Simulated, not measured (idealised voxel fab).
Presented below is a process module, voxel wiring stack.
The figure presents cross-section cut, which has a width of 195 nm and is divided into square cells with an edge length of 5 nm.
Reading order for cross-sections: top band down to bottom band. Underlying form: a grid of square cells. Band size: one or more rows of cells. It is stipulated that each band's entry specify, in nanometres, the height of the top of the band and then that of its bottom, followed by the materials of the band in left-to-right sequence, each together with its width in nanometres. A single material marked by the word "all across" is understood to fill the band from edge to edge; the word "air" is understood to denote empty space. It should be noted that heights are counted from 0, beneath which the wafer as supplied is of one material throughout, and that the lowest band possesses no lower boundary but continues downward, as written in "0..down". The expression "30->40" gives the width at the extremes of the band, the first number at its top row of cells and the second at its bottom row, with the width changing by equal amounts from each row to the next in between. Key: "nothing got changed" - step with no changed cell in the cross-section. The list in "Enclosed voids" covers empty spaces of 8 cells or more that cannot reach the top through any open way, and it gives each as width x height at distance; the distance is from the left edge, and width, height and distance are in nm. On each step's line, the part that comes after the settings is the simulator's own comment on the step. overlay nm: step with mask; distance mask lay right of planned place; negative value = left of planned place.
These are the steps we planned for the process:
1) RECEIVE (material Si)
2) CONFORMAL_DEP (material SiO2; thk nm 15)
3) DIRECTIONAL_DEP (material TiN; thk nm 5)
4) DIRECTIONAL_DEP (material Ru; thk nm 25)
5) PATTERN (tone cover; mask id METAL_1; material resist; width nm 30; pitch nm 45; thk nm 20; overlay nm 0)
6) DIRECTIONAL_ETCH (etch materials Ru; depth nm 25)
7) DIRECTIONAL_ETCH (etch materials TiN; depth nm 5)
8) STRIP (etch materials resist)
9) CONFORMAL_DEP (material SiN; thk nm 5)
10) FILL_DEP (material lowk; thk nm 10)
11) CMP (height nm 45)
12) CONFORMAL_DEP (material SiCN; thk nm 5)
13) DIRECTIONAL_DEP (material lowk; thk nm 15)
14) PATTERN (tone open; mask id PLUG_1; material resist; width nm 15; pitch nm 90; thk nm 15; overlay nm 0)
15) DIRECTIONAL_ETCH (etch materials lowk; depth nm 15)
16) DIRECTIONAL_ETCH (etch materials SiCN; depth nm 5)
17) STRIP (etch materials resist)
18) CONFORMAL_DEP (material TiN; thk nm 5)
19) FILL_DEP (material Cu; thk nm 10)
20) CMP (height nm 65)
21) CONFORMAL_DEP (material SiCN; thk nm 5)
22) DIRECTIONAL_DEP (material SiO2; thk nm 15)
23) MASKED_ETCH (tone open; mask id METAL_2; width nm 30; pitch nm 45; etch materials SiO2; depth nm 15; overlay nm 0)
24) MASKED_ETCH (tone open; mask id METAL_2; width nm 30; pitch nm 45; etch materials SiCN; depth nm 5; overlay nm 0)
25) CONFORMAL_DEP (material TiN; thk nm 5)
26) FILL_DEP (material W; thk nm 5)
27) CMP (height nm 85)
28) CONFORMAL_DEP (material SiCN; thk nm 5)
29) DIRECTIONAL_DEP (material lowk; thk nm 35)
30) PATTERN (tone open; mask id METAL_3; material resist; width nm 30; pitch nm 45; thk nm 15; overlay nm 0)
31) DIRECTIONAL_ETCH (etch materials lowk; depth nm 20)
32) STRIP (etch materials resist)
33) PATTERN (tone open; mask id METAL_3_HOLES; material resist; width nm 15; pitch nm 90; thk nm 20; overlay nm 0)
34) DIRECTIONAL_ETCH (etch materials lowk; depth nm 15)
35) DIRECTIONAL_ETCH (etch materials SiCN; depth nm 5)
36) STRIP (etch materials resist)
37) CONFORMAL_DEP (material TiN; thk nm 5)
38) FILL_DEP (material Cu; thk nm 10)
39) CMP (height nm 125)
40) CONFORMAL_DEP (material SiCN; thk nm 5)
Wafer as received: cross-section following step 1:
> 0..down: Si all across
> Enclosed voids: none
End-of-module XS, first of two wafers, run as planned:
> 130..125: SiCN all across
> 125..110: 35 nm lowk | 5 nm TiN | 20 nm Cu | 5 nm TiN | 15 nm lowk | 5 nm TiN | 20 nm Cu | 5 nm TiN | 15 nm lowk | 5 nm TiN | 20 nm Cu | 5 nm TiN | 40 nm lowk
> 110..105: 35 nm lowk | 5 nm TiN | 5 nm Cu | 20 nm TiN | 15 nm lowk | 30 nm TiN | 15 nm lowk | 5 nm TiN | 5 nm Cu | 20 nm TiN | 40 nm lowk
> 105..90: 35 nm lowk | 5 nm TiN | 5 nm Cu | 5 nm TiN | 75 nm lowk | 5 nm TiN | 5 nm Cu | 5 nm TiN | 55 nm lowk
> 90..85: 35 nm SiCN | 15 nm TiN | 75 nm SiCN | 15 nm TiN | 55 nm SiCN
> 85..70: 35 nm SiO2 | 5 nm TiN | 20 nm W | 5 nm TiN | 15 nm SiO2 | 5 nm TiN | 20 nm W | 5 nm TiN | 15 nm SiO2 | 5 nm TiN | 20 nm W | 5 nm TiN | 40 nm SiO2
> 70..65: 35 nm SiCN | 30 nm TiN | 15 nm SiCN | 30 nm TiN | 15 nm SiCN | 30 nm TiN | 40 nm SiCN
> 65..50: 35 nm lowk | 5 nm TiN | 5 nm Cu | 5 nm TiN | 75 nm lowk | 5 nm TiN | 5 nm Cu | 5 nm TiN | 55 nm lowk
> 50..45: 35 nm SiCN | 15 nm TiN | 75 nm SiCN | 15 nm TiN | 55 nm SiCN
> 45..20: 30 nm lowk | 5 nm SiN | 30 nm Ru | 5 nm SiN | 5 nm lowk | 5 nm SiN | 30 nm Ru | 5 nm SiN | 5 nm lowk | 5 nm SiN | 30 nm Ru | 5 nm SiN | 35 nm lowk
> 20..15: 35 nm SiN | 30 nm TiN | 15 nm SiN | 30 nm TiN | 15 nm SiN | 30 nm TiN | 40 nm SiN
> 15..0: SiO2 all across
> 0..down: Si all across
> Enclosed voids: none
This is the second of the two wafers, cross-sectioned at the end of the module; it started exactly like the first and was given the same plan, but it was run with one mistake:
> 130..125: SiCN all across
> 125..95: 35 nm lowk | 5 nm TiN | 20 nm Cu | 5 nm TiN | 15 nm lowk | 5 nm TiN | 20 nm Cu | 5 nm TiN | 15 nm lowk | 5 nm TiN | 20 nm Cu | 5 nm TiN | 40 nm lowk
> 95..90: 35 nm lowk | 5 nm TiN | 5 nm Cu | 20 nm TiN | 15 nm lowk | 30 nm TiN | 15 nm lowk | 5 nm TiN | 5 nm Cu | 20 nm TiN | 40 nm lowk
> 90..85: 35 nm SiCN | 15 nm TiN | 75 nm SiCN | 15 nm TiN | 55 nm SiCN
> 85..70: 35 nm SiO2 | 5 nm TiN | 20 nm W | 5 nm TiN | 15 nm SiO2 | 5 nm TiN | 20 nm W | 5 nm TiN | 15 nm SiO2 | 5 nm TiN | 20 nm W | 5 nm TiN | 40 nm SiO2
> 70..65: 35 nm SiCN | 30 nm TiN | 15 nm SiCN | 30 nm TiN | 15 nm SiCN | 30 nm TiN | 40 nm SiCN
> 65..50: 35 nm lowk | 5 nm TiN | 5 nm Cu | 5 nm TiN | 75 nm lowk | 5 nm TiN | 5 nm Cu | 5 nm TiN | 55 nm lowk
> 50..45: 35 nm SiCN | 15 nm TiN | 75 nm SiCN | 15 nm TiN | 55 nm SiCN
> 45..20: 30 nm lowk | 5 nm SiN | 30 nm Ru | 5 nm SiN | 5 nm lowk | 5 nm SiN | 30 nm Ru | 5 nm SiN | 5 nm lowk | 5 nm SiN | 30 nm Ru | 5 nm SiN | 35 nm lowk
> 20..15: 35 nm SiN | 30 nm TiN | 15 nm SiN | 30 nm TiN | 15 nm SiN | 30 nm TiN | 40 nm SiN
> 15..0: SiO2 all across
> 0..down: Si all across
> Enclosed voids: none
So what did we get wrong on this run? heads up, step 31 of the plan got done twice
Once processing is complete, comparing cell counts shows that the second wafer has more or fewer of certain materials than the first: Cu +30 | TiN +6 | lowk -36
